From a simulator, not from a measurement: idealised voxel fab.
process module | voxel fin reveal
cross-section cut | 295 nm wide | cells 5 nm
A cross-section is a grid of square cells, given in bands from the top down. A band is one or more rows of cells.
Each band's line starts with the height of the band's top and of its bottom, in nm. Then come its materials from left to right, each with its width in nm. One material with "throughout" fills the band from edge to edge. "air" is empty space.
Height 0 is the level under which the wafer as received is all one material. The lowest band goes on downwards, as in "0 down".
A width such as "30 to 40" changes by the same amount from each row of cells to the next, from the band's top row to its bottom row.
"no change" after a step means that no cell of the cross-section changed.
closed voids: empty space of 8 cells or more with no open way to the top, each as width x height at its distance from the left edge, in nm
after a step's settings: what the simulator itself notes on the step
overlay nm, on a step with a mask: how far to the right of its planned place the mask lay; to the left if negative
plan
1 op RECEIVE | material Si
2 op CONFORMAL_DEP | material SiN | thk nm 10
3 op DIRECTIONAL_DEP | material aC | thk nm 10
4 op PATTERN | tone cover | mask id FINS | material resist | width nm 15 | pitch nm 45 | thk nm 30 | overlay nm 0
5 op DIRECTIONAL_ETCH | etch materials aC | depth nm 10
6 op STRIP | etch materials resist
7 op DIRECTIONAL_ETCH | etch materials SiN | depth nm 10
8 op DIRECTIONAL_ETCH | etch materials Si | depth nm 40
9 op STRIP | etch materials aC
10 op FILL_DEP | material SiO2 | thk nm 5
11 op CMP | height nm 10
12 op SELECTIVE_ETCH | etch materials SiO2 | depth nm 25
13 op STRIP | etch materials SiN
varied across the wafers: width nm of step 4. The plan shows the first wafer's value. All wafers start alike
first wafer as received, after step 1
  0 down: Si throughout
  closed voids: none
each wafer at the end: cells of each material gained (+) or lost (-) since it was received, then its closed voids
width nm 15 | -376 Si | +235 SiO2 | closed voids: none
width nm 20 | -344 Si | +215 SiO2 | closed voids: none
width nm 25 | -312 Si | +195 SiO2 | closed voids: none
width nm 30 | -280 Si | +175 SiO2 | closed voids: none
